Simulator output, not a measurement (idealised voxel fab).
Process module, titled voxel double patterning
For reference, the cross-section in this document is cut, with width 180 nm and square cells of 5 nm.
Cross-section = grid of square cells, listed top down in bands; band = one or more rows.
Top, bottom (nm), then materials left to right with widths (nm); lone material tagged "full width" fills the whole band edge to edge; "empty" = empty space.
Convention: height 0 is the level below which the wafer, as received, is all one material. The lowest band does not terminate at the bottom but continues downward, represented as "top 0, no bottom".
It should be noted that a width expressed as "30..40" varies in equal increments from row to row of cells within the band, taking the value of the first number at the top row and that of the second number at the bottom row.
For the purposes of this document, the phrase "nothing different" attached to a step denotes that no cell within the cross-section was modified by that step.
If an empty space has no open way to the top and is at least 8 cells in size, "closed voids" lists it, written width x height at distance, where distance is measured from the left edge and every value is in nm.
On each step's line, the part that comes after the settings is the simulator's own comment on the step.
"overlay nm" answers the question of how far to the right of plan the mask lay on a step that has a mask, and when it is negative the answer is to the left.
### Planned step list for the process
1) RECEIVE with material Si
2) CONFORMAL_DEP with material SiO2, thk nm 5
3) DIRECTIONAL_DEP with material W, thk nm 20
4) DIRECTIONAL_DEP with material SiCN, thk nm 5
5) MASKED_ETCH with tone open, mask id FIRST, width nm 15, pitch nm 50, etch materials SiCN, depth nm 5, overlay nm 0
6) PATTERN with tone open, mask id SECOND, material resist, width nm 15, pitch nm 50, thk nm 15, overlay nm 0
7) DIRECTIONAL_ETCH with etch materials SiCN, depth nm 5
8) STRIP with etch materials resist
9) DIRECTIONAL_ETCH with etch materials W, depth nm 20
10) STRIP with etch materials SiCN
### Incoming wafer, cross-sectional view, post step 1
	top 0, no bottom | Si full width
	closed voids: none
### Module complete, cross-section. Starting point and plan per above. One mistake made in running the module
	top 25, bottom 5 | W 35 nm  empty 15 nm  W 5 nm  empty 15 nm  W 15 nm  empty 15 nm  W 5 nm  empty 15 nm  W 15 nm  empty 15 nm  W 30 nm
	top 5, bottom 0 | SiO2 full width
	top 0, no bottom | Si full width
	closed voids: none
Here's what went sideways: step 5 was run on a setting that differed from the plan, and what really ran there is MASKED_ETCH with tone open, mask id FIRST, width nm 15, pitch nm 50, etch materials SiCN, depth nm 5, overlay nm 5
